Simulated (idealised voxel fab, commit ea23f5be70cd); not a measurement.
A process module follows: voxel air gaps.
Cross-section cut spans 275 nm and uses square cells 5 nm in size.
Just so we're on the same page, the cross-sections are grids of square cells, and they're listed out in bands top to bottom, each band one or more rows deep. Band: top and bottom heights (nm) first, top before bottom; then materials from left to right, widths in nm. "edge to edge" marks a sole material filling the band edge to edge. "blank" denotes empty space. Basically, 0 is our baseline, since under it the wafer straight out of the box is all one material. The bottom band has no lower end and keeps on going down, so it looks like "from 0 down". So if you see something like "30..40" for the width, read it as the top row of the band sitting at the first number and the bottom row at the second, with every row in between moving by the same amount as the last. "changes: none" -> step changed no cross-section cell. "Enclosed void listing" specifies each empty space that is not open to the top and that occupies no fewer than 8 cells, using the form width x height at distance, the distance measured from the left edge and all three quantities in nm. If you see something after the settings on a step's line, that's the simulator's own remark about that step. The setting "overlay nm" may be written on the line of a step. When the step uses a mask, the value reports how far to the right of the planned place the mask lay, and a negative value reports that it lay to the left.
-- Steps in the process plan
1. op RECEIVE | material Si
2. op CONFORMAL_DEP | material SiO2 | thk nm 10
3. op CONFORMAL_DEP | material SiCN | thk nm 5
4. op DIRECTIONAL_DEP | material SiO2 | thk nm 35
5. op PATTERN | tone open | mask id LINES | material resist | width nm 20 | pitch nm 50 | thk nm 20 | overlay nm 0
6. op DIRECTIONAL_ETCH | etch materials SiO2 | depth nm 35
7. op STRIP | etch materials resist
8. op CONFORMAL_DEP | material TiN | thk nm 5
9. op FILL_DEP | material Cu | thk nm 10
10. op CMP | height nm 50
11. op EPI | material Ru | thk nm 10
12. op SELECTIVE_ETCH | etch materials SiO2 | depth nm 45
13. op CONFORMAL_DEP | material SiCN | thk nm 5
-- Cross-section of the wafer upon arrival, representing the state reached after step 1
* from 0 down  Si edge to edge
* Enclosed void listing: none
-- The cross-section shown corresponds to the wafer at the conclusion of the module. The initial structure and the process plan are those presented above; however, one mistake occurred in executing the plan
* from 65 to 60  SiCN edge to edge
* from 60 to 50  Ru edge to edge
* from 50 to 45  TiN: 80, Cu: 10, TiN: 40, Cu: 10, TiN: 40, Cu: 10, TiN: 85
* from 45 to 15  SiO2: 75, TiN: 5, Cu: 10, TiN: 5, SiO2: 30, TiN: 5, Cu: 10, TiN: 5, SiO2: 30, TiN: 5, Cu: 10, TiN: 5, SiO2: 80
* from 15 to 10  SiO2: 75, TiN: 20, SiO2: 30, TiN: 20, SiO2: 30, TiN: 20, SiO2: 80
* from 10 to 0  SiO2 edge to edge
* from 0 down  Si edge to edge
* Enclosed void listing: none
Nonconformance to the process plan: step 3 of the plan got skipped, so it never ran
